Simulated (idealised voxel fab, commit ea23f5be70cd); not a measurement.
Title: Process Module voxel double patterning
240 nm wide, 5 nm square cells: that's cross-section cut.
The cross-sections in this document take the form of a grid made of square cells. They are written out as bands, in order from top to bottom. Each band consists of one or more rows of cells.
Each band's line starts with the height of the band's top and of its bottom, in nm. Then come its materials from left to right, each with its width in nm. One material with "everywhere" fills the band from edge to edge. "empty" is empty space.
Heights are reckoned from 0. Under this level, the received wafer is all of one material. The bottommost band is open-ended downward, for example "0 -> down".
You'd read "30..40" like this: the band's top row of cells is as wide as the first number, its bottom row is as wide as the second, and going down, every row changes width by the same amount as the row before did.
Step marked "everything unchanged"? Then no cell in the cross-section changed in it.
Entry "Tabulated closed voids" = empty spaces >= 8 cells with no open way to the top; each as width x height at distance, distance from left edge, all nm.
Past the settings on a step's line: simulator remark, on that step.
When a step includes a mask, the "overlay nm" setting on its line states how far to the right of its planned place that mask lay, and negative values state how far to the left.

### plan
step 1: RECEIVE: material Si
step 2: CONFORMAL_DEP: material SiO2, thk nm 5
step 3: DIRECTIONAL_DEP: material TiN, thk nm 20
step 4: DIRECTIONAL_DEP: material SiN, thk nm 10
step 5: PATTERN: tone open, mask id FIRST, material resist, width nm 15, pitch nm 50, thk nm 15, overlay nm 0
step 6: DIRECTIONAL_ETCH: etch materials SiN, depth nm 10
step 7: STRIP: etch materials resist
step 8: PATTERN: tone open, mask id SECOND, material resist, width nm 15, thk nm 15, overlay nm 0
step 9: DIRECTIONAL_ETCH: etch materials SiN, depth nm 10
step 10: STRIP: etch materials resist
step 11: DIRECTIONAL_ETCH: etch materials TiN, depth nm 20
step 12: STRIP: etch materials SiN

### The cross-section here shows the wafer as received, i.e. in its state after step 1
	0 -> down | Si everywhere
	Tabulated closed voids: none

### The cross-section shown corresponds to the wafer at the conclusion of the module. The initial structure and the process plan are those presented above; however, one mistake occurred in executing the plan
	25 -> 5 | TiN=85, then empty=15, then TiN=10, then empty=20, then TiN=5, then empty=15, then TiN=90
	5 -> 0 | SiO2 everywhere
	0 -> down | Si everywhere
	Tabulated closed voids: none
The mistake made against the process plan was this: step 8 changed vs plan, executed as PATTERN: tone open, mask id SECOND, material resist, width nm 20, thk nm 15, overlay nm 0
